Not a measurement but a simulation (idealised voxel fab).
process module | voxel self aligned contacts
cross-section cut | 170 nm wide | cells 5 nm
A cross-section is a grid of square cells, given in bands from the top down. A band is one or more rows of cells.
Each band's line starts with the height of the band's top and of its bottom, in nm. Then come its materials from left to right, each with its width in nm. One material with "throughout" fills the band from edge to edge. "air" is empty space.
Height 0 is the level under which the wafer as received is all one material. The lowest band goes on downwards, as in "0 down".
A width such as "30 to 40" changes by the same amount from each row of cells to the next, from the band's top row to its bottom row.
"no change" after a step means that no cell of the cross-section changed.
closed voids: empty space of 8 cells or more with no open way to the top, each as width x height at its distance from the left edge, in nm
after a step's settings: what the simulator itself notes on the step
overlay nm, on a step with a mask: how far to the right of its planned place the mask lay; to the left if negative
plan
1 op RECEIVE | material Si
2 op OXIDIZE | depth nm 5
3 op DIRECTIONAL_DEP | material polySi | thk nm 20
4 op DIRECTIONAL_DEP | material SiN | thk nm 25
5 op DIRECTIONAL_DEP | material aC | thk nm 15
6 op PATTERN | tone cover | mask id GATE | material resist | width nm 25 | pitch nm 70 | thk nm 30 | overlay nm 0
7 op DIRECTIONAL_ETCH | etch materials aC | depth nm 15
8 op STRIP | etch materials resist
9 op DIRECTIONAL_ETCH | etch materials SiN | depth nm 25
10 op DIRECTIONAL_ETCH | etch materials polySi | depth nm 20
11 op STRIP | etch materials aC
12 op CONFORMAL_DEP | material SiN | thk nm 10
13 op DIRECTIONAL_ETCH | etch materials SiN | depth nm 10
14 op FILL_DEP | material SiO2 | thk nm 15
15 op CMP | height nm 50
16 op PATTERN | tone open | mask id CONTACT | material resist | width nm 55 | thk nm 20 | overlay nm 0
17 op DIRECTIONAL_ETCH | etch materials SiO2 | depth nm 55
18 op STRIP | etch materials resist
19 op CONFORMAL_DEP | material TiN | thk nm 5
20 op FILL_DEP | material Ru | thk nm 5
21 op CMP | height nm 50
22 op CONFORMAL_DEP | material SiCN | thk nm 5
varied across the wafers: width nm of step 6. The plan shows the first wafer's value. All wafers start alike
first wafer as received, after step 1
  0 down: Si throughout
  closed voids: none
first wafer at the end, after step 22
  55 to 50: SiCN throughout
  50 to 45: SiO2 55 | TiN 20 | Ru 15 | TiN 20 | SiO2 60
  45 to 20: SiO2 25 | SiN 45 | TiN 5 | Ru 15 | TiN 5 | SiN 45 | SiO2 30
  20 to 0: SiO2 25 | SiN 10 | polySi 25 | SiN 10 | TiN 5 | Ru 15 | TiN 5 | SiN 10 | polySi 25 | SiN 10 | SiO2 30
  0 to -5: SiO2 70 | TiN 25 | SiO2 75
  -5 down: Si throughout
  closed voids: none
last wafer at the end
  55 to 50: SiCN throughout
  50 to 45: SiO2 55 | TiN 55 | SiO2 60
  45 to 20: SiO2 15 | SiN 140 | SiO2 15
  20 to 0: SiO2 15 | SiN 10 | polySi 50 | SiN 20 | polySi 50 | SiN 10 | SiO2 15
  0 to -5: SiO2 throughout
  -5 down: Si throughout
  closed voids: none
each wafer at the end: cells of each material gained (+) or lost (-) since it was received, then its closed voids
width nm 25 | +30 Ru | -34 Si | +34 SiCN | +122 SiN | +151 SiO2 | +31 TiN | +40 polySi | closed voids: none
width nm 30 | +20 Ru | -34 Si | +34 SiCN | +132 SiN | +143 SiO2 | +31 TiN | +48 polySi | closed voids: none
width nm 35 | +10 Ru | -34 Si | +34 SiCN | +142 SiN | +135 SiO2 | +31 TiN | +56 polySi | closed voids: none
width nm 40 | -34 Si | +34 SiCN | +152 SiN | +127 SiO2 | +31 TiN | +64 polySi | closed voids: none
width nm 45 | -34 Si | +34 SiCN | +162 SiN | +119 SiO2 | +21 TiN | +72 polySi | closed voids: none
width nm 50 | -34 Si | +34 SiCN | +172 SiN | +111 SiO2 | +11 TiN | +80 polySi | closed voids: none
